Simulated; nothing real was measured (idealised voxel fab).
process module | voxel wiring stack
cross-section cut | 190 nm wide | cells 5 nm
A cross-section is a grid of square cells, given in bands from the top down. A band is one or more rows of cells.
Each band's line starts with the height of the band's top and of its bottom, in nm. Then come its materials from left to right, each with its width in nm. One material with "throughout" fills the band from edge to edge. "air" is empty space.
Height 0 is the level under which the wafer as received is all one material. The lowest band goes on downwards, as in "0 down".
A width such as "30 to 40" changes by the same amount from each row of cells to the next, from the band's top row to its bottom row.
"no change" after a step means that no cell of the cross-section changed.
closed voids: empty space of 8 cells or more with no open way to the top, each as width x height at its distance from the left edge, in nm
after a step's settings: what the simulator itself notes on the step
overlay nm, on a step with a mask: how far to the right of its planned place the mask lay; to the left if negative
plan
1 op RECEIVE | material Si
2 op CONFORMAL_DEP | material SiO2 | thk nm 10
3 op CONFORMAL_DEP | material SiCN | thk nm 5
4 op DIRECTIONAL_DEP | material SiO2 | thk nm 25
5 op MASKED_ETCH | tone open | mask id METAL_1 | width nm 30 | pitch nm 55 | etch materials SiO2 | depth nm 25 | overlay nm 0
6 op MASKED_ETCH | tone open | mask id METAL_1 | width nm 30 | pitch nm 55 | etch materials SiCN | depth nm 5 | overlay nm 0
7 op CONFORMAL_DEP | material TiN | thk nm 5
8 op FILL_DEP | material Cu | thk nm 10
9 op CMP | height nm 40
10 op EPI | material Ru | thk nm 5
11 op FILL_DEP | material SiCN | thk nm 5
12 op DIRECTIONAL_DEP | material lowk | thk nm 10
13 op MASKED_ETCH | tone open | mask id PLUG_1 | width nm 15 | pitch nm 55 | etch materials lowk | depth nm 10 | overlay nm 0
14 op MASKED_ETCH | tone open | mask id PLUG_1 | width nm 15 | pitch nm 55 | etch materials SiCN | depth nm 5 | overlay nm 0
15 op EPI | material Ru | thk nm 10
16 op EPI | material Ru | thk nm 5
17 op DIRECTIONAL_DEP | material TiN | thk nm 5
18 op DIRECTIONAL_DEP | material W | thk nm 25
19 op PATTERN | tone cover | mask id METAL_2 | material resist | width nm 30 | pitch nm 55 | thk nm 20 | overlay nm 0
20 op DIRECTIONAL_ETCH | etch materials W | depth nm 25
21 op DIRECTIONAL_ETCH | etch materials TiN | depth nm 5
22 op STRIP | etch materials resist
23 op CONFORMAL_DEP | material SiCN | thk nm 5
24 op FILL_DEP | material lowk | thk nm 5
25 op CMP | height nm 90
26 op CONFORMAL_DEP | material SiCN | thk nm 5
27 op DIRECTIONAL_DEP | material lowk | thk nm 15
28 op DIRECTIONAL_DEP | material aC | thk nm 15
29 op PATTERN | tone open | mask id PLUG_2 | material resist | width nm 15 | thk nm 30 | overlay nm 0
30 op DIRECTIONAL_ETCH | etch materials aC | depth nm 15
31 op STRIP | etch materials resist
32 op DIRECTIONAL_ETCH | etch materials lowk | depth nm 15
33 op DIRECTIONAL_ETCH | etch materials SiCN | depth nm 5
34 op STRIP | etch materials aC
35 op EPI | material Ru | thk nm 10
36 op EPI | material Ru | thk nm 10
37 op DIRECTIONAL_DEP | material TiN | thk nm 5
38 op DIRECTIONAL_DEP | material Ru | thk nm 15
39 op DIRECTIONAL_DEP | material aC | thk nm 15
40 op PATTERN | tone cover | mask id METAL_3 | material resist | width nm 30 | pitch nm 55 | thk nm 30 | overlay nm 0
41 op DIRECTIONAL_ETCH | etch materials aC | depth nm 15
42 op STRIP | etch materials resist
43 op DIRECTIONAL_ETCH | etch materials Ru | depth nm 15
44 op DIRECTIONAL_ETCH | etch materials TiN | depth nm 5
45 op STRIP | etch materials aC
46 op CONFORMAL_DEP | material SiN | thk nm 5
47 op FILL_DEP | material SiO2 | thk nm 10
48 op CMP | height nm 130
49 op CONFORMAL_DEP | material SiN | thk nm 5
varied across the wafers: width nm of step 29. The plan shows the first wafer's value. All wafers start alike
first wafer as received, after step 1
  0 down: Si throughout
  closed voids: none
each wafer at the end: cells of each material gained (+) or lost (-) since it was received, then its closed voids
width nm 15 | +40 Cu | +82 Ru | +161 SiCN | +76 SiN | +272 SiO2 | +56 TiN | +60 W | +279 lowk | closed voids: none
width nm 20 | +40 Cu | +86 Ru | +160 SiCN | +76 SiN | +272 SiO2 | +56 TiN | +60 W | +276 lowk | closed voids: none
width nm 25 | +40 Cu | +90 Ru | +159 SiCN | +76 SiN | +272 SiO2 | +56 TiN | +60 W | +273 lowk | closed voids: none
width nm 30 | +40 Cu | +94 Ru | +158 SiCN | +76 SiN | +272 SiO2 | +56 TiN | +60 W | +270 lowk | closed voids: none
